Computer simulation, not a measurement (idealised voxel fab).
process module | voxel transistor to metal
Cross-sectional view cut (width: 195 nm; square cell size: 5 nm).
Cross-section layout: square cells on a grid; listed as bands, top to bottom; a band spans one or more cell rows.
Basically the band line says how high the top is and how high the bottom is, in nm, and then what's in it from left to right, every material with its width in nm. Empty space shows up as "air", and if a single material carries "full width" it runs the full band edge to edge.
Height is counted from the level 0, under which the received wafer is composed throughout of one material. The lowest of the bands is not closed at the bottom but continues downward, in the notation "0 and below".
Read "30 to 40" as a graded width: first number on top, second number at the bottom, same change between each pair of neighbouring rows.
Given "same as before" for a step, no cell of the cross-section differs between before and after that step.
"Enclosed internal cavities": empty spaces of 8 cells or more with no open way to the top, each given as width x height at distance, distance from the left edge, all in nm.
Heads up: the bit after the settings on a step's line is the simulator's remark on that step.
"overlay nm" answers the question of how far to the right of plan the mask lay on a step that has a mask, and when it is negative the answer is to the left.

-- Intended process steps
1: RECEIVE, material Si
2: OXIDIZE, depth nm 5
3: CONFORMAL_DEP, material SiN, thk nm 15
4: MASKED_ETCH, tone cover, mask id ACTIVE, width nm 100, etch materials SiN, depth nm 15, overlay nm 0
5: MASKED_ETCH, tone cover, mask id ACTIVE, width nm 100, etch materials SiO2, depth nm 5, overlay nm 0
6: MASKED_ETCH, tone cover, mask id ACTIVE, width nm 100, etch materials Si, depth nm 35, overlay nm 0
7: OXIDIZE, depth nm 5
8: FILL_DEP, material SiO2, thk nm 10
9: CMP, height nm 15
10: SELECTIVE_ETCH, etch materials SiO2, depth nm 5
11: STRIP, etch materials SiN
12: SELECTIVE_ETCH, etch materials SiO2, depth nm 5
13: OXIDIZE, depth nm 5
14: DIRECTIONAL_DEP, material polySi, thk nm 20
15: DIRECTIONAL_DEP, material SiCN, thk nm 15
16: PATTERN, tone cover, mask id GATE, material resist, width nm 20, thk nm 20, overlay nm 0
17: DIRECTIONAL_ETCH, etch materials SiCN, depth nm 25
18: DIRECTIONAL_ETCH, etch materials polySi, depth nm 30
19: STRIP, etch materials resist
20: CONFORMAL_DEP, material SiO2, thk nm 5
21: DIRECTIONAL_ETCH, etch materials SiO2, depth nm 5
22: CONFORMAL_DEP, material SiN, thk nm 10
23: DIRECTIONAL_ETCH, etch materials SiN, depth nm 10
24: DIRECTIONAL_ETCH, etch materials SiO2, depth nm 5
25: EPI, material nSi, thk nm 5
26: FILL_DEP, material SiO2, thk nm 5
27: CMP, height nm 30
28: DIRECTIONAL_DEP, material SiO2, thk nm 15
29: MASKED_ETCH, tone open, mask id CONTACT, width nm 25, pitch nm 55, etch materials SiO2, depth nm 50, overlay nm 0
30: CONFORMAL_DEP, material TiN, thk nm 5
31: FILL_DEP, material W, thk nm 5
32: CMP, height nm 45
33: DIRECTIONAL_DEP, material TiN, thk nm 5
34: DIRECTIONAL_DEP, material Ru, thk nm 15
35: DIRECTIONAL_DEP, material aC, thk nm 10
36: PATTERN, tone cover, mask id METAL_1, material resist, width nm 15, pitch nm 65, thk nm 30, overlay nm 0
37: DIRECTIONAL_ETCH, etch materials aC, depth nm 10
38: STRIP, etch materials resist
39: DIRECTIONAL_ETCH, etch materials Ru, depth nm 15
40: DIRECTIONAL_ETCH, etch materials TiN, depth nm 5
41: STRIP, etch materials aC
42: CONFORMAL_DEP, material SiCN, thk nm 5
43: FILL_DEP, material lowk, thk nm 5
44: CMP, height nm 65
45: CONFORMAL_DEP, material SiN, thk nm 5

-- First out of two wafers; run went to plan

-- Here's what the wafer looked like in cross-section when it arrived - that's after step 1
- 0 and below: Si full width
- Enclosed internal cavities: none

-- After step 2, in cross-section
- 0 down to -5: SiO2 full width
- Rest of section, below -5: as before.

-- After step 3, in cross-section
- 15 down to 0: SiN full width
- Rest of section, below 0: as before.

-- After step 4, in cross-section
- 15 down to 0: air: 45 | SiN: 100 | air: 50
- Rest of section, below 0: as before.

-- After step 5, in cross-section
- 15 down to 0: air: 45 | SiN: 100 | air: 50
- 0 down to -5: air: 45 | SiO2: 100 | air: 50
- Rest of section, below -5: as before.

-- After step 6, in cross-section
- 15 down to 0: air: 45 | SiN: 100 | air: 50
- 0 down to -5: air: 45 | SiO2: 100 | air: 50
- -5 down to -40: air: 45 | Si: 100 | air: 50
- Rest of section, below -40: as before.

-- After step 7, in cross-section
- 15 down to 0: air: 45 | SiN: 100 | air: 50
- 0 down to -5: air: 45 | SiO2: 100 | air: 50
- -5 down to -40: air: 45 | SiO2: 5 | Si: 90 | SiO2: 5 | air: 50
- -40 down to -45: SiO2: 50 | Si: 90 | SiO2: 55
- Rest of section, below -45: as before.

-- After step 8, in cross-section
- 25 down to 15: SiO2 full width
- 15 down to 0: SiO2: 45 | SiN: 100 | SiO2: 50
- 0 down to -5: SiO2 full width
- -5 down to -45: SiO2: 50 | Si: 90 | SiO2: 55
- Rest of section, below -45: as before.

-- After step 9, in cross-section
- 15 down to 0: SiO2: 45 | SiN: 100 | SiO2: 50
- Rest of section, below 0: as before.

-- After step 10, in cross-section
- 15 down to 10: air: 45 | SiN: 100 | air: 50
- Rest of section, below 10: as before.

-- After step 11, in cross-section
- 10 down to 0: SiO2: 45 | air: 100 | SiO2: 50
- Rest of section, below 0: as before.

-- After step 12, in cross-section
- 5 down to -5: SiO2: 40 | air: 110 | SiO2: 45
- Rest of section, below -5: as before.

-- After step 13, in cross-section
- 5 down to -5: SiO2: 40 | air: 110 | SiO2: 45
- -5 down to -10: SiO2 full width
- Rest of section, below -10: as before.

-- After step 14, in cross-section
- 25 down to 15: polySi: 40 | air: 110 | polySi: 45
- 15 down to 5: polySi full width
- 5 down to -5: SiO2: 40 | polySi: 110 | SiO2: 45
- Rest of section, below -5: as before.

-- After step 15, in cross-section
- 40 down to 30: SiCN: 40 | air: 110 | SiCN: 45
- 30 down to 25: SiCN full width
- 25 down to 15: polySi: 40 | SiCN: 110 | polySi: 45
- Rest of section, below 15: as before.

-- After step 16, in cross-section
- 60 down to 40: air: 85 | resist: 20 | air: 90
- 40 down to 30: SiCN: 40 | air: 45 | resist: 20 | air: 45 | SiCN: 45
- Rest of section, below 30: as before.

-- After step 17, in cross-section
- 60 down to 30: air: 85 | resist: 20 | air: 90
- 30 down to 25: air: 85 | SiCN: 20 | air: 90
- 25 down to 15: polySi: 40 | air: 45 | SiCN: 20 | air: 45 | polySi: 45
- Rest of section, below 15: as before.

-- After step 18, in cross-section
- 60 down to 30: air: 85 | resist: 20 | air: 90
- 30 down to 15: air: 85 | SiCN: 20 | air: 90
- 15 down to 5: air: 85 | polySi: 20 | air: 90
- 5 down to -5: SiO2: 40 | air: 45 | polySi: 20 | air: 45 | SiO2: 45
- Rest of section, below -5: as before.

-- After step 19, in cross-section
- 30 down to 15: air: 85 | SiCN: 20 | air: 90
- Rest of section, below 15: as before.

-- After step 20, in cross-section
- 35 down to 30: air: 80 | SiO2: 30 | air: 85
- 30 down to 15: air: 80 | SiO2: 5 | SiCN: 20 | SiO2: 5 | air: 85
- 15 down to 10: air: 80 | SiO2: 5 | polySi: 20 | SiO2: 5 | air: 85
- 10 down to 0: SiO2: 45 | air: 35 | SiO2: 5 | polySi: 20 | SiO2: 5 | air: 35 | SiO2: 50
- 0 down to -5: SiO2: 85 | polySi: 20 | SiO2: 90
- Rest of section, below -5: as before.

-- After step 21, in cross-section
- 30 down to 15: air: 80 | SiO2: 5 | SiCN: 20 | SiO2: 5 | air: 85
- 15 down to 5: air: 80 | SiO2: 5 | polySi: 20 | SiO2: 5 | air: 85
- 5 down to -5: SiO2: 45 | air: 35 | SiO2: 5 | polySi: 20 | SiO2: 5 | air: 35 | SiO2: 50
- Rest of section, below -5: as before.

-- After step 22, in cross-section
- 40 down to 30: air: 70 | SiN: 50 | air: 75
- 30 down to 15: air: 70 | SiN: 10 | SiO2: 5 | SiCN: 20 | SiO2: 5 | SiN: 10 | air: 75
- 15 down to 5: SiN: 55 | air: 15 | SiN: 10 | SiO2: 5 | polySi: 20 | SiO2: 5 | SiN: 10 | air: 15 | SiN: 60
- 5 down to -5: SiO2: 45 | SiN: 35 | SiO2: 5 | polySi: 20 | SiO2: 5 | SiN: 35 | SiO2: 50
- Rest of section, below -5: as before.

-- After step 23, in cross-section
- 30 down to 15: air: 70 | SiN: 10 | SiO2: 5 | SiCN: 20 | SiO2: 5 | SiN: 10 | air: 75
- 15 down to 5: air: 70 | SiN: 10 | SiO2: 5 | polySi: 20 | SiO2: 5 | SiN: 10 | air: 75
- 5 down to -5: SiO2: 45 | SiN: 10 | air: 15 | SiN: 10 | SiO2: 5 | polySi: 20 | SiO2: 5 | SiN: 10 | air: 15 | SiN: 10 | SiO2: 50
- Rest of section, below -5: as before.

-- After step 24, in cross-section
- 30 down to 25: air: 70 | SiN: 10 | air: 5 | SiCN: 20 | air: 5 | SiN: 10 | air: 75
- 25 down to 15: air: 70 | SiN: 10 | SiO2: 5 | SiCN: 20 | SiO2: 5 | SiN: 10 | air: 75
- 15 down to 5: air: 70 | SiN: 10 | SiO2: 5 | polySi: 20 | SiO2: 5 | SiN: 10 | air: 75
- 5 down to 0: air: 45 | SiN: 10 | air: 15 | SiN: 10 | SiO2: 5 | polySi: 20 | SiO2: 5 | SiN: 10 | air: 15 | SiN: 10 | air: 50
- 0 down to -5: SiO2: 45 | SiN: 10 | air: 15 | SiN: 10 | SiO2: 5 | polySi: 20 | SiO2: 5 | SiN: 10 | air: 15 | SiN: 10 | SiO2: 50
- -5 down to -10: SiO2: 55 | air: 15 | SiO2: 50 | air: 15 | SiO2: 60
- Rest of section, below -10: as before.

-- After step 25, in cross-section
- 30 down to 25: air: 70 | SiN: 10 | air: 5 | SiCN: 20 | air: 5 | SiN: 10 | air: 75
- 25 down to 15: air: 70 | SiN: 10 | SiO2: 5 | SiCN: 20 | SiO2: 5 | SiN: 10 | air: 75
- 15 down to 5: air: 70 | SiN: 10 | SiO2: 5 | polySi: 20 | SiO2: 5 | SiN: 10 | air: 75
- 5 down to 0: air: 45 | SiN: 10 | air: 15 | SiN: 10 | SiO2: 5 | polySi: 20 | SiO2: 5 | SiN: 10 | air: 15 | SiN: 10 | air: 50
- 0 down to -5: SiO2: 45 | SiN: 10 | air: 15 | SiN: 10 | SiO2: 5 | polySi: 20 | SiO2: 5 | SiN: 10 | air: 15 | SiN: 10 | SiO2: 50
- -5 down to -10: SiO2: 55 | nSi: 15 | SiO2: 50 | nSi: 15 | SiO2: 60
- Rest of section, below -10: as before.

-- After step 26, in cross-section
- 35 down to 30: SiO2 full width
- 30 down to 15: SiO2: 70 | SiN: 10 | SiO2: 5 | SiCN: 20 | SiO2: 5 | SiN: 10 | SiO2: 75
- 15 down to 5: SiO2: 70 | SiN: 10 | SiO2: 5 | polySi: 20 | SiO2: 5 | SiN: 10 | SiO2: 75
- 5 down to -5: SiO2: 45 | SiN: 10 | SiO2: 15 | SiN: 10 | SiO2: 5 | polySi: 20 | SiO2: 5 | SiN: 10 | SiO2: 15 | SiN: 10 | SiO2: 50
- Rest of section, below -5: as before.

-- After step 27, in cross-section
- 30 down to 15: SiO2: 70 | SiN: 10 | SiO2: 5 | SiCN: 20 | SiO2: 5 | SiN: 10 | SiO2: 75
- Rest of section, below 15: as before.

-- After step 28, in cross-section
- 45 down to 30: SiO2 full width
- Rest of section, below 30: as before.

-- After step 29, in cross-section
- 45 down to 30: SiO2: 55 | air: 25 | SiO2: 30 | air: 25 | SiO2: 60
- 30 down to 15: SiO2: 55 | air: 15 | SiN: 10 | SiO2: 5 | SiCN: 20 | SiO2: 5 | SiN: 10 | air: 15 | SiO2: 60
- 15 down to 5: SiO2: 55 | air: 15 | SiN: 10 | SiO2: 5 | polySi: 20 | SiO2: 5 | SiN: 10 | air: 15 | SiO2: 60
- 5 down to -5: SiO2: 45 | SiN: 10 | air: 15 | SiN: 10 | SiO2: 5 | polySi: 20 | SiO2: 5 | SiN: 10 | air: 15 | SiN: 10 | SiO2: 50
- Rest of section, below -5: as before.

-- After step 30, in cross-section
- 50 down to 45: TiN: 60 | air: 15 | TiN: 40 | air: 15 | TiN: 65
- 45 down to 35: SiO2: 55 | TiN: 5 | air: 15 | TiN: 5 | SiO2: 30 | TiN: 5 | air: 15 | TiN: 5 | SiO2: 60
- 35 down to 30: SiO2: 55 | TiN: 5 | air: 5 | TiN: 15 | SiO2: 30 | TiN: 15 | air: 5 | TiN: 5 | SiO2: 60
- 30 down to 15: SiO2: 55 | TiN: 5 | air: 5 | TiN: 5 | SiN: 10 | SiO2: 5 | SiCN: 20 | SiO2: 5 | SiN: 10 | TiN: 5 | air: 5 | TiN: 5 | SiO2: 60
- 15 down to 5: SiO2: 55 | TiN: 5 | air: 5 | TiN: 5 | SiN: 10 | SiO2: 5 | polySi: 20 | SiO2: 5 | SiN: 10 | TiN: 5 | air: 5 | TiN: 5 | SiO2: 60
- 5 down to 0: SiO2: 45 | SiN: 10 | TiN: 5 | air: 5 | TiN: 5 | SiN: 10 | SiO2: 5 | polySi: 20 | SiO2: 5 | SiN: 10 | TiN: 5 | air: 5 | TiN: 5 | SiN: 10 | SiO2: 50
- 0 down to -5: SiO2: 45 | SiN: 10 | TiN: 15 | SiN: 10 | SiO2: 5 | polySi: 20 | SiO2: 5 | SiN: 10 | TiN: 15 | SiN: 10 | SiO2: 50
- Rest of section, below -5: as before.

-- After step 31, in cross-section
- 55 down to 50: W full width
- 50 down to 45: TiN: 60 | W: 15 | TiN: 40 | W: 15 | TiN: 65
- 45 down to 35: SiO2: 55 | TiN: 5 | W: 15 | TiN: 5 | SiO2: 30 | TiN: 5 | W: 15 | TiN: 5 | SiO2: 60
- 35 down to 30: SiO2: 55 | TiN: 5 | W: 5 | TiN: 15 | SiO2: 30 | TiN: 15 | W: 5 | TiN: 5 | SiO2: 60
- 30 down to 15: SiO2: 55 | TiN: 5 | W: 5 | TiN: 5 | SiN: 10 | SiO2: 5 | SiCN: 20 | SiO2: 5 | SiN: 10 | TiN: 5 | W: 5 | TiN: 5 | SiO2: 60
- 15 down to 5: SiO2: 55 | TiN: 5 | W: 5 | TiN: 5 | SiN: 10 | SiO2: 5 | polySi: 20 | SiO2: 5 | SiN: 10 | TiN: 5 | W: 5 | TiN: 5 | SiO2: 60
- 5 down to 0: SiO2: 45 | SiN: 10 | TiN: 5 | W: 5 | TiN: 5 | SiN: 10 | SiO2: 5 | polySi: 20 | SiO2: 5 | SiN: 10 | TiN: 5 | W: 5 | TiN: 5 | SiN: 10 | SiO2: 50
- Rest of section, below 0: as before.

-- After step 32, in cross-section
- 45 down to 35: SiO2: 55 | TiN: 5 | W: 15 | TiN: 5 | SiO2: 30 | TiN: 5 | W: 15 | TiN: 5 | SiO2: 60
- Rest of section, below 35: as before.

-- After step 33, in cross-section
- 50 down to 45: TiN full width
- Rest of section, below 45: as before.

-- After step 34, in cross-section
- 65 down to 50: Ru full width
- Rest of section, below 50: as before.

-- After step 35, in cross-section
- 75 down to 65: aC full width
- Rest of section, below 65: as before.

-- After step 36, in cross-section
- 105 down to 75: air: 55 | resist: 15 | air: 50 | resist: 15 | air: 60
- Rest of section, below 75: as before.

-- After step 37, in cross-section
- 95 down to 75: air: 55 | resist: 15 | air: 50 | resist: 15 | air: 60
- 75 down to 65: air: 55 | aC: 15 | air: 50 | aC: 15 | air: 60
- Rest of section, below 65: as before.

-- After step 38, in cross-section
- 75 down to 65: air: 55 | aC: 15 | air: 50 | aC: 15 | air: 60
- Rest of section, below 65: as before.

-- After step 39, in cross-section
- 75 down to 65: air: 55 | aC: 15 | air: 50 | aC: 15 | air: 60
- 65 down to 50: air: 55 | Ru: 15 | air: 50 | Ru: 15 | air: 60
- Rest of section, below 50: as before.

-- After step 40, in cross-section
- 75 down to 65: air: 55 | aC: 15 | air: 50 | aC: 15 | air: 60
- 65 down to 50: air: 55 | Ru: 15 | air: 50 | Ru: 15 | air: 60
- 50 down to 45: air: 55 | TiN: 15 | air: 50 | TiN: 15 | air: 60
- Rest of section, below 45: as before.

-- After step 41, in cross-section
- 65 down to 50: air: 55 | Ru: 15 | air: 50 | Ru: 15 | air: 60
- Rest of section, below 50: as before.

-- After step 42, in cross-section
- 70 down to 65: air: 50 | SiCN: 25 | air: 40 | SiCN: 25 | air: 55
- 65 down to 50: air: 50 | SiCN: 5 | Ru: 15 | SiCN: 5 | air: 40 | SiCN: 5 | Ru: 15 | SiCN: 5 | air: 55
- 50 down to 45: SiCN: 55 | TiN: 15 | SiCN: 50 | TiN: 15 | SiCN: 60
- Rest of section, below 45: as before.

-- After step 43, in cross-section
- 75 down to 70: lowk full width
- 70 down to 65: lowk: 50 | SiCN: 25 | lowk: 40 | SiCN: 25 | lowk: 55
- 65 down to 50: lowk: 50 | SiCN: 5 | Ru: 15 | SiCN: 5 | lowk: 40 | SiCN: 5 | Ru: 15 | SiCN: 5 | lowk: 55
- Rest of section, below 50: as before.

-- After step 44, in cross-section
- 65 down to 50: lowk: 50 | SiCN: 5 | Ru: 15 | SiCN: 5 | lowk: 40 | SiCN: 5 | Ru: 15 | SiCN: 5 | lowk: 55
- Rest of section, below 50: as before.

-- After step 45, in cross-section
- 70 down to 65: SiN full width
- Rest of section, below 65: as before.

-- What follows concerns the second wafer, which started out like the first and was meant to follow the very same plan; one mistake crept in when it was run, but everything up to and including step 14 is the same as for the first wafer

-- Second wafer, cross-section, planned end of step 15
- 55 down to 45: SiCN: 40 | air: 110 | SiCN: 45
- 45 down to 25: SiCN full width
- 25 down to 15: polySi: 40 | SiCN: 110 | polySi: 45
- Rest of section, below 15: as before.

-- Second wafer, cross-section, planned end of step 16
- 75 down to 55: air: 85 | resist: 20 | air: 90
- 55 down to 45: SiCN: 40 | air: 45 | resist: 20 | air: 45 | SiCN: 45
- Rest of section, below 45: as before.

-- Second wafer, cross-section, planned end of step 17
- 75 down to 45: air: 85 | resist: 20 | air: 90
- 45 down to 30: air: 85 | SiCN: 20 | air: 90
- 30 down to 25: SiCN: 40 | air: 45 | SiCN: 20 | air: 45 | SiCN: 45
- 25 down to 20: polySi: 40 | air: 45 | SiCN: 20 | air: 45 | polySi: 45
- Rest of section, below 20: as before.

Second wafer, cross-section, planned end of step 18: same as before

-- Second wafer, cross-section, planned end of step 19
- 45 down to 30: air: 85 | SiCN: 20 | air: 90
- Rest of section, below 30: as before.

-- Second wafer, cross-section, planned end of step 20
- 50 down to 45: air: 80 | SiO2: 30 | air: 85
- 45 down to 35: air: 80 | SiO2: 5 | SiCN: 20 | SiO2: 5 | air: 85
- 35 down to 30: SiO2: 45 | air: 35 | SiO2: 5 | SiCN: 20 | SiO2: 5 | air: 35 | SiO2: 50
- 30 down to 25: SiCN: 40 | SiO2: 5 | air: 35 | SiO2: 5 | SiCN: 20 | SiO2: 5 | air: 35 | SiO2: 5 | SiCN: 45
- 25 down to 20: polySi: 40 | SiO2: 45 | SiCN: 20 | SiO2: 45 | polySi: 45
- Rest of section, below 20: as before.

-- Second wafer, cross-section, planned end of step 21
- 45 down to 30: air: 80 | SiO2: 5 | SiCN: 20 | SiO2: 5 | air: 85
- 30 down to 25: SiCN: 40 | SiO2: 5 | air: 35 | SiO2: 5 | SiCN: 20 | SiO2: 5 | air: 35 | SiO2: 5 | SiCN: 45
- 25 down to 20: polySi: 40 | SiO2: 5 | air: 35 | SiO2: 5 | SiCN: 20 | SiO2: 5 | air: 35 | SiO2: 5 | polySi: 45
- Rest of section, below 20: as before.

-- Second wafer, cross-section, planned end of step 22
- 55 down to 45: air: 70 | SiN: 50 | air: 75
- 45 down to 40: air: 70 | SiN: 10 | SiO2: 5 | SiCN: 20 | SiO2: 5 | SiN: 10 | air: 75
- 40 down to 30: SiN: 55 | air: 15 | SiN: 10 | SiO2: 5 | SiCN: 20 | SiO2: 5 | SiN: 10 | air: 15 | SiN: 60
- 30 down to 25: SiCN: 40 | SiO2: 5 | SiN: 35 | SiO2: 5 | SiCN: 20 | SiO2: 5 | SiN: 35 | SiO2: 5 | SiCN: 45
- 25 down to 20: polySi: 40 | SiO2: 5 | SiN: 35 | SiO2: 5 | SiCN: 20 | SiO2: 5 | SiN: 35 | SiO2: 5 | polySi: 45
- Rest of section, below 20: as before.

-- Second wafer, cross-section, planned end of step 23
- 45 down to 30: air: 70 | SiN: 10 | SiO2: 5 | SiCN: 20 | SiO2: 5 | SiN: 10 | air: 75
- 30 down to 25: SiCN: 40 | SiO2: 5 | SiN: 10 | air: 15 | SiN: 10 | SiO2: 5 | SiCN: 20 | SiO2: 5 | SiN: 10 | air: 15 | SiN: 10 | SiO2: 5 | SiCN: 45
- 25 down to 20: polySi: 40 | SiO2: 5 | SiN: 10 | air: 15 | SiN: 10 | SiO2: 5 | SiCN: 20 | SiO2: 5 | SiN: 10 | air: 15 | SiN: 10 | SiO2: 5 | polySi: 45
- Rest of section, below 20: as before.

-- Second wafer, cross-section, planned end of step 24
- 45 down to 40: air: 70 | SiN: 10 | air: 5 | SiCN: 20 | air: 5 | SiN: 10 | air: 75
- 40 down to 30: air: 70 | SiN: 10 | SiO2: 5 | SiCN: 20 | SiO2: 5 | SiN: 10 | air: 75
- 30 down to 25: SiCN: 40 | air: 5 | SiN: 10 | air: 15 | SiN: 10 | SiO2: 5 | SiCN: 20 | SiO2: 5 | SiN: 10 | air: 15 | SiN: 10 | air: 5 | SiCN: 45
- Rest of section, below 25: as before.

Second wafer, cross-section, planned end of step 25: same as before

-- Second wafer, cross-section, planned end of step 26
- 50 down to 45: SiO2 full width
- 45 down to 30: SiO2: 70 | SiN: 10 | SiO2: 5 | SiCN: 20 | SiO2: 5 | SiN: 10 | SiO2: 75
- 30 down to 25: SiCN: 40 | SiO2: 5 | SiN: 10 | SiO2: 15 | SiN: 10 | SiO2: 5 | SiCN: 20 | SiO2: 5 | SiN: 10 | SiO2: 15 | SiN: 10 | SiO2: 5 | SiCN: 45
- 25 down to 20: polySi: 40 | SiO2: 5 | SiN: 10 | SiO2: 15 | SiN: 10 | SiO2: 5 | SiCN: 20 | SiO2: 5 | SiN: 10 | SiO2: 15 | SiN: 10 | SiO2: 5 | polySi: 45
- Rest of section, below 20: as before.

-- Second wafer, cross-section, planned end of step 27
- 30 down to 25: SiCN: 40 | SiO2: 5 | SiN: 10 | SiO2: 15 | SiN: 10 | SiO2: 5 | SiCN: 20 | SiO2: 5 | SiN: 10 | SiO2: 15 | SiN: 10 | SiO2: 5 | SiCN: 45
- Rest of section, below 25: as before.

-- Second wafer, cross-section, planned end of step 28
- 45 down to 30: SiO2 full width
- Rest of section, below 30: as before.

-- Second wafer, cross-section, planned end of step 29
- 45 down to 30: SiO2: 55 | air: 25 | SiO2: 30 | air: 25 | SiO2: 60
- 30 down to 25: SiCN: 40 | SiO2: 5 | SiN: 10 | air: 15 | SiN: 10 | SiO2: 5 | SiCN: 20 | SiO2: 5 | SiN: 10 | air: 15 | SiN: 10 | SiO2: 5 | SiCN: 45
- 25 down to 20: polySi: 40 | SiO2: 5 | SiN: 10 | air: 15 | SiN: 10 | SiO2: 5 | SiCN: 20 | SiO2: 5 | SiN: 10 | air: 15 | SiN: 10 | SiO2: 5 | polySi: 45
- Rest of section, below 20: as before.

-- Second wafer, cross-section, planned end of step 30
- 50 down to 45: TiN: 60 | air: 15 | TiN: 40 | air: 15 | TiN: 65
- 45 down to 35: SiO2: 55 | TiN: 5 | air: 15 | TiN: 5 | SiO2: 30 | TiN: 5 | air: 15 | TiN: 5 | SiO2: 60
- 35 down to 30: SiO2: 55 | TiN: 5 | air: 5 | TiN: 15 | SiO2: 30 | TiN: 15 | air: 5 | TiN: 5 | SiO2: 60
- 30 down to 25: SiCN: 40 | SiO2: 5 | SiN: 10 | TiN: 5 | air: 5 | TiN: 5 | SiN: 10 | SiO2: 5 | SiCN: 20 | SiO2: 5 | SiN: 10 | TiN: 5 | air: 5 | TiN: 5 | SiN: 10 | SiO2: 5 | SiCN: 45
- 25 down to 20: polySi: 40 | SiO2: 5 | SiN: 10 | TiN: 15 | SiN: 10 | SiO2: 5 | SiCN: 20 | SiO2: 5 | SiN: 10 | TiN: 15 | SiN: 10 | SiO2: 5 | polySi: 45
- Rest of section, below 20: as before.

-- Second wafer, cross-section, planned end of step 31
- 55 down to 50: W full width
- 50 down to 45: TiN: 60 | W: 15 | TiN: 40 | W: 15 | TiN: 65
- 45 down to 35: SiO2: 55 | TiN: 5 | W: 15 | TiN: 5 | SiO2: 30 | TiN: 5 | W: 15 | TiN: 5 | SiO2: 60
- 35 down to 30: SiO2: 55 | TiN: 5 | W: 5 | TiN: 15 | SiO2: 30 | TiN: 15 | W: 5 | TiN: 5 | SiO2: 60
- 30 down to 25: SiCN: 40 | SiO2: 5 | SiN: 10 | TiN: 5 | W: 5 | TiN: 5 | SiN: 10 | SiO2: 5 | SiCN: 20 | SiO2: 5 | SiN: 10 | TiN: 5 | W: 5 | TiN: 5 | SiN: 10 | SiO2: 5 | SiCN: 45
- Rest of section, below 25: as before.

-- Second wafer, cross-section, planned end of step 32
- 45 down to 35: SiO2: 55 | TiN: 5 | W: 15 | TiN: 5 | SiO2: 30 | TiN: 5 | W: 15 | TiN: 5 | SiO2: 60
- Rest of section, below 35: as before.

-- Second wafer, cross-section, planned end of step 33
- 50 down to 45: TiN full width
- Rest of section, below 45: as before.

-- Second wafer, cross-section, planned end of step 34
- 65 down to 50: Ru full width
- Rest of section, below 50: as before.

-- Second wafer, cross-section, planned end of step 35
- 75 down to 65: aC full width
- Rest of section, below 65: as before.

-- Second wafer, cross-section, planned end of step 36
- 105 down to 75: air: 55 | resist: 15 | air: 50 | resist: 15 | air: 60
- Rest of section, below 75: as before.

-- Second wafer, cross-section, planned end of step 37
- 95 down to 75: air: 55 | resist: 15 | air: 50 | resist: 15 | air: 60
- 75 down to 65: air: 55 | aC: 15 | air: 50 | aC: 15 | air: 60
- Rest of section, below 65: as before.

-- Second wafer, cross-section, planned end of step 38
- 75 down to 65: air: 55 | aC: 15 | air: 50 | aC: 15 | air: 60
- Rest of section, below 65: as before.

-- Second wafer, cross-section, planned end of step 39
- 75 down to 65: air: 55 | aC: 15 | air: 50 | aC: 15 | air: 60
- 65 down to 50: air: 55 | Ru: 15 | air: 50 | Ru: 15 | air: 60
- Rest of section, below 50: as before.

-- Second wafer, cross-section, planned end of step 40
- 75 down to 65: air: 55 | aC: 15 | air: 50 | aC: 15 | air: 60
- 65 down to 50: air: 55 | Ru: 15 | air: 50 | Ru: 15 | air: 60
- 50 down to 45: air: 55 | TiN: 15 | air: 50 | TiN: 15 | air: 60
- Rest of section, below 45: as before.

-- Second wafer, cross-section, planned end of step 41
- 65 down to 50: air: 55 | Ru: 15 | air: 50 | Ru: 15 | air: 60
- Rest of section, below 50: as before.

-- Second wafer, cross-section, planned end of step 42
- 70 down to 65: air: 50 | SiCN: 25 | air: 40 | SiCN: 25 | air: 55
- 65 down to 50: air: 50 | SiCN: 5 | Ru: 15 | SiCN: 5 | air: 40 | SiCN: 5 | Ru: 15 | SiCN: 5 | air: 55
- 50 down to 45: SiCN: 55 | TiN: 15 | SiCN: 50 | TiN: 15 | SiCN: 60
- Rest of section, below 45: as before.

-- Second wafer, cross-section, planned end of step 43
- 75 down to 70: lowk full width
- 70 down to 65: lowk: 50 | SiCN: 25 | lowk: 40 | SiCN: 25 | lowk: 55
- 65 down to 50: lowk: 50 | SiCN: 5 | Ru: 15 | SiCN: 5 | lowk: 40 | SiCN: 5 | Ru: 15 | SiCN: 5 | lowk: 55
- Rest of section, below 50: as before.

-- Second wafer, cross-section, planned end of step 44
- 65 down to 50: lowk: 50 | SiCN: 5 | Ru: 15 | SiCN: 5 | lowk: 40 | SiCN: 5 | Ru: 15 | SiCN: 5 | lowk: 55
- Rest of section, below 50: as before.

-- Second wafer, cross-section, planned end of step 45
- 70 down to 65: SiN full width
- Rest of section, below 65: as before.
Want to know what went wrong? step 15 was run twice
It is noted that, at the conclusion of processing, the second wafer exhibits a higher or lower cell count for certain materials relative to the first: +35 SiCN, -20 SiN, -119 SiO2, -20 TiN, -10 W, -6 nSi, +140 polySi
